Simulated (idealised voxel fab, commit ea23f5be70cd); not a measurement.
The process module presented herein is designated voxel gate over fins.
In the cross-section labelled cut, the width is 175 nm and each square cell is 5 nm.
Notation: cross-section as square-cell grid; stated in bands, top first, going down; one or more cell rows per band.
In this notation a band is specified by the heights of its top and bottom, in that order and in nm, after which its materials appear from left to right, each paired with its width in nm. The word "edge to edge" attached to a single material means that material fills the band from edge to edge; the word "empty" stands for empty space.
Convention: height 0 is the level below which the wafer, as received, is all one material. The lowest band does not terminate at the bottom but continues downward, represented as "top 0, no bottom".
It should be noted that a width expressed as "30 to 40" varies in equal increments from row to row of cells within the band, taking the value of the first number at the top row and that of the second number at the bottom row.
"nothing was modified" for a step: no cell of the cross-section changed in that step.
Listed in "Closed void list": every empty space of 8 or more cells without an open way to the top. Form: width x height at distance, the distance being from the left edge, all in nm.
Where a step's line continues beyond its settings, the continuation is a remark by the simulator itself on that step.
Regarding "overlay nm": on a step with a mask, it is the distance the mask lay to the right of its planned place; a negative value places it to the left.
Intended process steps
| 1 | op RECEIVE | material Si |
| 2 | op CONFORMAL_DEP | material SiN | thk nm 10 |
| 3 | op PATTERN | tone cover | mask id FINS | material resist | width nm 15 | pitch nm 35 | thk nm 15 | overlay nm 0 |
| 4 | op DIRECTIONAL_ETCH | etch materials SiN | depth nm 10 |
| 5 | op DIRECTIONAL_ETCH | etch materials Si | depth nm 30 |
| 6 | op STRIP | etch materials resist |
| 7 | op OXIDIZE | depth nm 5 |
| 8 | op FILL_DEP | material SiO2 | thk nm 10 |
| 9 | op CMP | height nm 10 |
| 10 | op SELECTIVE_ETCH | etch materials SiO2 | depth nm 20 |
| 11 | op STRIP | etch materials SiN |
| 12 | op CONFORMAL_DEP | material HfO2 | thk nm 5 |
| 13 | op CONFORMAL_DEP | material TiN | thk nm 5 |
| 14 | op CONFORMAL_DEP | material TiAl | thk nm 5 |
| 15 | op CONFORMAL_DEP | material TiN | thk nm 5 |
| 16 | op FILL_DEP | material W | thk nm 15 |
| 17 | op CMP | height nm 30 |
| 18 | op CONFORMAL_DEP | material SiN | thk nm 5 |
Delivered wafer in cross-section: state after step 1
top 0, no bottom  Si edge to edge
Closed void list: none
Wafer at module end, in section. Began as above, planned as above, run with one mistake
top 35, bottom 30  SiN edge to edge
top 30, bottom 15  W edge to edge
top 15, bottom 10  W 15 nm | TiN 140 nm | W 20 nm
top 10, bottom 5  W 15 nm | TiN 5 nm | TiAl 25 nm | TiN 10 nm | TiAl 25 nm | TiN 10 nm | TiAl 25 nm | TiN 10 nm | TiAl 25 nm | TiN 5 nm | W 20 nm
top 5, bottom 0  TiN 20 nm | TiAl 5 nm | TiN 15 nm | TiAl 5 nm | TiN 10 nm | TiAl 5 nm | TiN 15 nm | TiAl 5 nm | TiN 10 nm | TiAl 5 nm | TiN 15 nm | TiAl 5 nm | TiN 10 nm | TiAl 5 nm | TiN 15 nm | TiAl 5 nm | TiN 25 nm
top 0, bottom -5  TiAl 25 nm | TiN 5 nm | Si 5 nm | TiN 5 nm | TiAl 20 nm | TiN 5 nm | Si 5 nm | TiN 5 nm | TiAl 20 nm | TiN 5 nm | Si 5 nm | TiN 5 nm | TiAl 20 nm | TiN 5 nm | Si 5 nm | TiN 5 nm | TiAl 30 nm
top -5, bottom -10  TiN 30 nm | Si 5 nm | TiN 30 nm | Si 5 nm | TiN 30 nm | Si 5 nm | TiN 30 nm | Si 5 nm | TiN 35 nm
top -10, bottom -35  SiO2 30 nm | Si 5 nm | SiO2 30 nm | Si 5 nm | SiO2 30 nm | Si 5 nm | SiO2 30 nm | Si 5 nm | SiO2 35 nm
top -35, no bottom  Si edge to edge
Closed void list: none
Error vs. plan: no execution of plan step 12; skipped
